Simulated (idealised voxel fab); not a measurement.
voxel transistor to metal: a process module
FYI the section here is cut, 290 nm wide, cells are 5 nm squares.
A cross-section is written here as square cells arranged in a grid, and it is given in bands from the top down, each band taking up one or more rows of cells.
Band entry format. Leading values: height of top, height of bottom, nm. Remainder: materials in left-to-right order, each with its width in nm. Special words: "throughout" on a single material, which then fills the band edge to edge; "air", empty space.
Where do heights start? At 0: under that level the wafer as delivered is made of one material only. And the lowest band has no floor; it just carries on downward, as in "0 and below".
Quick explanation for "30->40": the width changes in equal steps down the rows of cells, from the first number in the band's top row to the second number in its bottom row.
Given "remained the same" for a step, no cell of the cross-section differs between before and after that step.
What "Enclosed internal cavities" gives you is every empty space of 8 cells or more that is cut off from the top. Each appears as width x height at distance, with the distance taken from the left edge and width, height and distance all in nm.
Formally, on a step line, whatever follows the settings is a remark that the simulator itself makes on the step.
"overlay nm", when on a step's line for a step with a mask, measures how far to the right of its planned place the mask lay; a negative measure means to the left.
Process steps foreseen in the plan:
1: RECEIVE, material Si
2: OXIDIZE, depth nm 5
3: CONFORMAL_DEP, material SiN, thk nm 10
4: PATTERN, tone cover, mask id ACTIVE, material resist, width nm 115, pitch nm 140, thk nm 15, overlay nm 0
5: DIRECTIONAL_ETCH, etch materials SiN, depth nm 10
6: DIRECTIONAL_ETCH, etch materials SiO2, depth nm 5
7: DIRECTIONAL_ETCH, etch materials Si, depth nm 20
8: STRIP, etch materials resist
9: FILL_DEP, material SiO2, thk nm 10
10: CMP, height nm 10
11: SELECTIVE_ETCH, etch materials SiO2, depth nm 5
12: STRIP, etch materials SiN
13: SELECTIVE_ETCH, etch materials SiO2, depth nm 5
14: OXIDIZE, depth nm 5
15: DIRECTIONAL_DEP, material polySi, thk nm 30
16: DIRECTIONAL_DEP, material SiCN, thk nm 15
17: DIRECTIONAL_DEP, material aC, thk nm 10
18: PATTERN, tone cover, mask id GATE, material resist, width nm 25, pitch nm 140, thk nm 25, overlay nm 0
19: DIRECTIONAL_ETCH, etch materials aC, depth nm 10
20: STRIP, etch materials resist
21: DIRECTIONAL_ETCH, etch materials SiCN, depth nm 25
22: DIRECTIONAL_ETCH, etch materials polySi, depth nm 40
23: STRIP, etch materials aC
24: CONFORMAL_DEP, material SiO2, thk nm 5
25: DIRECTIONAL_ETCH, etch materials SiO2, depth nm 5
26: CONFORMAL_DEP, material SiN, thk nm 10
27: DIRECTIONAL_ETCH, etch materials SiN, depth nm 10
28: DIRECTIONAL_ETCH, etch materials SiO2, depth nm 5
29: DIRECTIONAL_ETCH, etch materials Si, depth nm 15
30: EPI, material SiGe, thk nm 15
31: FILL_DEP, material SiO2, thk nm 5
32: CMP, height nm 40
33: DIRECTIONAL_DEP, material SiO2, thk nm 15
34: MASKED_ETCH, tone open, mask id CONTACT, width nm 30, etch materials SiO2, depth nm 50, overlay nm 0
35: CONFORMAL_DEP, material TiN, thk nm 5
36: FILL_DEP, material W, thk nm 5
37: CMP, height nm 55
38: CONFORMAL_DEP, material SiN, thk nm 5
39: DIRECTIONAL_DEP, material lowk, thk nm 15
40: MASKED_ETCH, tone open, mask id METAL_1, width nm 20, etch materials lowk, depth nm 15, overlay nm 0
41: MASKED_ETCH, tone open, mask id METAL_1, width nm 20, etch materials SiN, depth nm 5, overlay nm 0
42: CONFORMAL_DEP, material TiN, thk nm 5
43: FILL_DEP, material Cu, thk nm 10
44: CMP, height nm 75
45: EPI, material Ru, thk nm 5
46: FILL_DEP, material SiCN, thk nm 5
Shown in cross-section is the wafer as received, that is, as it stands after step 1:
    0 and below = Si throughout
    Enclosed internal cavities: none
First of two wafers: cross-section at end of module, run per plan:
    85 down to 80 = SiCN throughout
    80 down to 75 = 20 of SiCN; 30 of Ru; 45 of SiCN; 30 of Ru; 35 of SiCN; 30 of Ru; 45 of SiCN; 30 of Ru; 25 of SiCN
    75 down to 60 = 25 of lowk; 5 of TiN; 10 of Cu; 5 of TiN; 55 of lowk; 5 of TiN; 10 of Cu; 5 of TiN; 45 of lowk; 5 of TiN; 10 of Cu; 5 of TiN; 55 of lowk; 5 of TiN; 10 of Cu; 5 of TiN; 30 of lowk
    60 down to 55 = 25 of SiN; 20 of TiN; 55 of SiN; 20 of TiN; 45 of SiN; 20 of TiN; 55 of SiN; 20 of TiN; 30 of SiN
    55 down to 45 = 25 of SiO2; 5 of TiN; 20 of W; 5 of TiN; 35 of SiO2; 5 of TiN; 20 of W; 5 of TiN; 45 of SiO2; 5 of TiN; 20 of W; 5 of TiN; 35 of SiO2; 5 of TiN; 20 of W; 5 of TiN; 30 of SiO2
    45 down to 40 = 25 of SiO2; 5 of TiN; 10 of W; 15 of TiN; 35 of SiO2; 15 of TiN; 10 of W; 5 of TiN; 45 of SiO2; 5 of TiN; 10 of W; 15 of TiN; 35 of SiO2; 15 of TiN; 10 of W; 5 of TiN; 30 of SiO2
    40 down to 25 = 25 of SiO2; 5 of TiN; 10 of W; 5 of TiN; 10 of SiN; 5 of SiO2; 25 of SiCN; 5 of SiO2; 10 of SiN; 5 of TiN; 10 of W; 5 of TiN; 45 of SiO2; 5 of TiN; 10 of W; 5 of TiN; 10 of SiN; 5 of SiO2; 25 of SiCN; 5 of SiO2; 10 of SiN; 5 of TiN; 10 of W; 5 of TiN; 30 of SiO2
    25 down to 10 = 25 of SiO2; 5 of TiN; 10 of W; 5 of TiN; 10 of SiN; 5 of SiO2; 25 of polySi; 5 of SiO2; 10 of SiN; 5 of TiN; 10 of W; 5 of TiN; 45 of SiO2; 5 of TiN; 10 of W; 5 of TiN; 10 of SiN; 5 of SiO2; 25 of polySi; 5 of SiO2; 10 of SiN; 5 of TiN; 10 of W; 5 of TiN; 30 of SiO2
    10 down to 5 = 25 of SiO2; 20 of TiN; 10 of SiN; 5 of SiO2; 25 of polySi; 5 of SiO2; 10 of SiN; 20 of TiN; 45 of SiO2; 20 of TiN; 10 of SiN; 5 of SiO2; 25 of polySi; 5 of SiO2; 10 of SiN; 20 of TiN; 30 of SiO2
    5 down to 0 = 20 of SiO2; 25 of SiGe; 10 of SiN; 5 of SiO2; 25 of polySi; 5 of SiO2; 10 of SiN; 25 of SiGe; 35 of SiO2; 25 of SiGe; 10 of SiN; 5 of SiO2; 25 of polySi; 5 of SiO2; 10 of SiN; 25 of SiGe; 25 of SiO2
    0 down to -5 = 15 of SiO2; 10 of SiN; 20 of SiGe; 10 of SiN; 5 of SiO2; 25 of polySi; 5 of SiO2; 10 of SiN; 20 of SiGe; 10 of SiN; 25 of SiO2; 10 of SiN; 20 of SiGe; 10 of SiN; 5 of SiO2; 25 of polySi; 5 of SiO2; 10 of SiN; 20 of SiGe; 10 of SiN; 20 of SiO2
    -5 down to -10 = 25 of SiO2; 20 of SiGe; 55 of SiO2; 20 of SiGe; 45 of SiO2; 20 of SiGe; 55 of SiO2; 20 of SiGe; 30 of SiO2
    -10 down to -25 = 15 of SiO2; 10 of Si; 20 of SiGe; 55 of Si; 20 of SiGe; 10 of Si; 25 of SiO2; 10 of Si; 20 of SiGe; 55 of Si; 20 of SiGe; 10 of Si; 20 of SiO2
    -25 and below = Si throughout
    Enclosed internal cavities: none
The second wafer, shown in cross-section after the module: started the same way as the first and given the same plan, yet one mistake crept into how it was run:
    85 down to 80 = SiCN throughout
    80 down to 75 = 20 of SiCN; 30 of Ru; 45 of SiCN; 30 of Ru; 35 of SiCN; 30 of Ru; 45 of SiCN; 30 of Ru; 25 of SiCN
    75 down to 60 = 25 of lowk; 5 of TiN; 10 of Cu; 5 of TiN; 55 of lowk; 5 of TiN; 10 of Cu; 5 of TiN; 45 of lowk; 5 of TiN; 10 of Cu; 5 of TiN; 55 of lowk; 5 of TiN; 10 of Cu; 5 of TiN; 30 of lowk
    60 down to 55 = 25 of SiN; 20 of TiN; 55 of SiN; 20 of TiN; 45 of SiN; 20 of TiN; 55 of SiN; 20 of TiN; 30 of SiN
    55 down to 45 = 25 of SiO2; 5 of TiN; 20 of W; 5 of TiN; 35 of SiO2; 5 of TiN; 20 of W; 5 of TiN; 45 of SiO2; 5 of TiN; 20 of W; 5 of TiN; 35 of SiO2; 5 of TiN; 20 of W; 5 of TiN; 30 of SiO2
    45 down to 40 = 25 of SiO2; 5 of TiN; 10 of W; 15 of TiN; 35 of SiO2; 15 of TiN; 10 of W; 5 of TiN; 45 of SiO2; 5 of TiN; 10 of W; 15 of TiN; 35 of SiO2; 15 of TiN; 10 of W; 5 of TiN; 30 of SiO2
    40 down to 25 = 25 of SiO2; 5 of TiN; 10 of W; 5 of TiN; 10 of SiN; 5 of SiO2; 25 of SiCN; 5 of SiO2; 10 of SiN; 5 of TiN; 10 of W; 5 of TiN; 45 of SiO2; 5 of TiN; 10 of W; 5 of TiN; 10 of SiN; 5 of SiO2; 25 of SiCN; 5 of SiO2; 10 of SiN; 5 of TiN; 10 of W; 5 of TiN; 30 of SiO2
    25 down to 20 = 25 of SiO2; 20 of TiN; 10 of SiN; 5 of SiO2; 25 of polySi; 5 of SiO2; 10 of SiN; 20 of TiN; 45 of SiO2; 20 of TiN; 10 of SiN; 5 of SiO2; 25 of polySi; 5 of SiO2; 10 of SiN; 20 of TiN; 30 of SiO2
    20 down to 0 = 5 of SiO2; 40 of SiGe; 10 of SiN; 5 of SiO2; 25 of polySi; 5 of SiO2; 10 of SiN; 40 of SiGe; 5 of SiO2; 40 of SiGe; 10 of SiN; 5 of SiO2; 25 of polySi; 5 of SiO2; 10 of SiN; 40 of SiGe; 10 of SiO2
    0 down to -5 = 5 of SiO2; 10 of SiGe; 10 of SiN; 20 of SiGe; 10 of SiN; 5 of SiO2; 25 of polySi; 5 of SiO2; 10 of SiN; 20 of SiGe; 10 of SiN; 10 of SiGe; 5 of SiO2; 10 of SiGe; 10 of SiN; 20 of SiGe; 10 of SiN; 5 of SiO2; 25 of polySi; 5 of SiO2; 10 of SiN; 20 of SiGe; 10 of SiN; 10 of SiGe; 10 of SiO2
    -5 down to -10 = 25 of SiO2; 20 of SiGe; 55 of SiO2; 20 of SiGe; 45 of SiO2; 20 of SiGe; 55 of SiO2; 20 of SiGe; 30 of SiO2
    -10 down to -25 = 15 of SiO2; 10 of Si; 20 of SiGe; 55 of Si; 20 of SiGe; 10 of Si; 25 of SiO2; 10 of Si; 20 of SiGe; 55 of Si; 20 of SiGe; 10 of Si; 20 of SiO2
    -25 and below = Si throughout
    Enclosed internal cavities: none
Diagnosis: twice, step 30 of the plan was run
Final comparison by cell count, materials where the second wafer has more or fewer than the first: SiGe +116, SiO2 -68, TiN -24, W -24
